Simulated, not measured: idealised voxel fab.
Name of the process module below: voxel capacitor over wiring
Section shown: cut. Width: 200 nm. Cell size: 5 nm, square.
Just so we're on the same page, the cross-sections are grids of square cells, and they're listed out in bands top to bottom, each band one or more rows deep. Read a band's entry like this: the first values are the height of its top and the height of its bottom in nm, and what follows is the sequence of materials from left to right, each with its width in nm. Note that "air" is empty space, and that a single material marked "throughout" reaches across the band from edge to edge. Heights are expressed relative to 0, this being the level below which the as-received wafer comprises one material exclusively. The lowest band is unbounded in the downward direction and is denoted as in "0 -> down". Width: "30 to 40" (first number = top row, second number = bottom row, same change from row to row of cells). The designation "no alteration", where it is given for a processing step, indicates that no cell of the cross-section was altered in the course of that step. Voids not open to the top, 8 cells minimum: see "Internal closed voids". Written width x height at distance; distance is from the left edge; nm. The remark found on a step's line after its settings is issued by the simulator itself and pertains to that step. What "overlay nm" on a step's line means: if the step has a mask, that mask lay this far to the right of its planned place, or, when the value is negative, to the left.

# Process steps - plan
1. RECEIVE,material Si
2. CONFORMAL_DEP,material SiO2,thk nm 10
3. DIRECTIONAL_DEP,material TiN,thk nm 5
4. DIRECTIONAL_DEP,material W,thk nm 25
5. MASKED_ETCH,tone cover,mask id METAL_1,width nm 25,pitch nm 95,etch materials W,depth nm 25,overlay nm 0
6. MASKED_ETCH,tone cover,mask id METAL_1,width nm 25,pitch nm 95,etch materials TiN,depth nm 5,overlay nm 0
7. FILL_DEP,material SiO2,thk nm 5
8. CMP,height nm 40
9. CONFORMAL_DEP,material SiCN,thk nm 5
10. DIRECTIONAL_DEP,material SiO2,thk nm 20
11. MASKED_ETCH,tone open,mask id PLUG_1,width nm 15,etch materials SiO2,depth nm 20,overlay nm 0
12. MASKED_ETCH,tone open,mask id PLUG_1,width nm 15,etch materials SiCN,depth nm 5,overlay nm 0
13. EPI,material Ru,thk nm 10
14. EPI,material Ru,thk nm 10
15. EPI,material Ru,thk nm 5
16. DIRECTIONAL_DEP,material TiN,thk nm 5
17. DIRECTIONAL_DEP,material HfO2,thk nm 5
18. DIRECTIONAL_DEP,material TiN,thk nm 10
19. PATTERN,tone cover,mask id UPPER_PLATE,material resist,width nm 75,thk nm 20,overlay nm 0
20. DIRECTIONAL_ETCH,etch materials TiN,depth nm 10
21. DIRECTIONAL_ETCH,etch materials HfO2,depth nm 5
22. STRIP,etch materials resist
23. DIRECTIONAL_DEP,material aC,thk nm 10
24. PATTERN,tone cover,mask id LOWER_PLATE,material resist,width nm 85,thk nm 30,overlay nm 0
25. DIRECTIONAL_ETCH,etch materials aC,depth nm 10
26. STRIP,etch materials resist
27. DIRECTIONAL_ETCH,etch materials TiN,depth nm 5
28. STRIP,etch materials aC
29. FILL_DEP,material SiO2,thk nm 20
30. CMP,height nm 100
31. DIRECTIONAL_DEP,material aC,thk nm 10
32. PATTERN,tone open,mask id PLUG_2,material resist,width nm 15,thk nm 30,overlay nm 0
33. DIRECTIONAL_ETCH,etch materials aC,depth nm 10
34. STRIP,etch materials resist
35. DIRECTIONAL_ETCH,etch materials SiO2,depth nm 15
36. STRIP,etch materials aC
37. CONFORMAL_DEP,material TiN,thk nm 5
38. FILL_DEP,material Ru,thk nm 5
39. CMP,height nm 100
40. CONFORMAL_DEP,material SiN,thk nm 5

# Cross-section of the wafer as it came to us, i.e., already through step 1
> 0 -> down  Si throughout
> Internal closed voids: none

# Wafer cross-section at module end: first of two, run to plan
> 105 -> 100  SiN throughout
> 100 -> 90  60 nm SiO2, 5 nm TiN, 5 nm Ru, 5 nm TiN, 125 nm SiO2
> 90 -> 85  60 nm SiO2, 15 nm TiN, 125 nm SiO2
> 85 -> 75  50 nm SiO2, 75 nm TiN, 75 nm SiO2
> 75 -> 70  50 nm SiO2, 75 nm HfO2, 75 nm SiO2
> 70 -> 65  45 nm SiO2, 85 nm TiN, 70 nm SiO2
> 65 -> 45  50 nm SiO2, 15 nm Ru, 135 nm SiO2
> 45 -> 40  50 nm SiCN, 15 nm Ru, 135 nm SiCN
> 40 -> 15  40 nm SiO2, 25 nm W, 70 nm SiO2, 25 nm W, 40 nm SiO2
> 15 -> 10  40 nm SiO2, 25 nm TiN, 70 nm SiO2, 25 nm TiN, 40 nm SiO2
> 10 -> 0  SiO2 throughout
> 0 -> down  Si throughout
> Internal closed voids: none

# Cross-section, second wafer: same start as the first, same plan as the first, one mistake in running it; taken at the end of the module
> 105 -> 100  SiN throughout
> 100 -> 90  60 nm SiO2, 5 nm TiN, 5 nm Ru, 5 nm TiN, 125 nm SiO2
> 90 -> 85  60 nm SiO2, 15 nm TiN, 125 nm SiO2
> 85 -> 75  50 nm SiO2, 75 nm TiN, 75 nm SiO2
> 75 -> 70  50 nm SiO2, 75 nm HfO2, 75 nm SiO2
> 70 -> 65  45 nm SiO2, 85 nm TiN, 70 nm SiO2
> 65 -> 45  50 nm SiO2, 15 nm Ru, 135 nm SiO2
> 45 -> 40  50 nm SiCN, 10 nm Ru, 140 nm SiCN
> 40 -> 15  40 nm SiO2, 25 nm W, 70 nm SiO2, 25 nm W, 40 nm SiO2
> 15 -> 10  40 nm SiO2, 25 nm TiN, 70 nm SiO2, 25 nm TiN, 40 nm SiO2
> 10 -> 0  SiO2 throughout
> 0 -> down  Si throughout
> Internal closed voids: none
What was the processing mistake? the process deviated at step 12: the operation and settings actually run there were MASKED_ETCH,tone open,mask id PLUG_1,width nm 15,etch materials SiCN,depth nm 5,overlay nm -5
Final comparison by cell count, materials where the second wafer has more or fewer than the first: -1 Ru | +1 SiCN
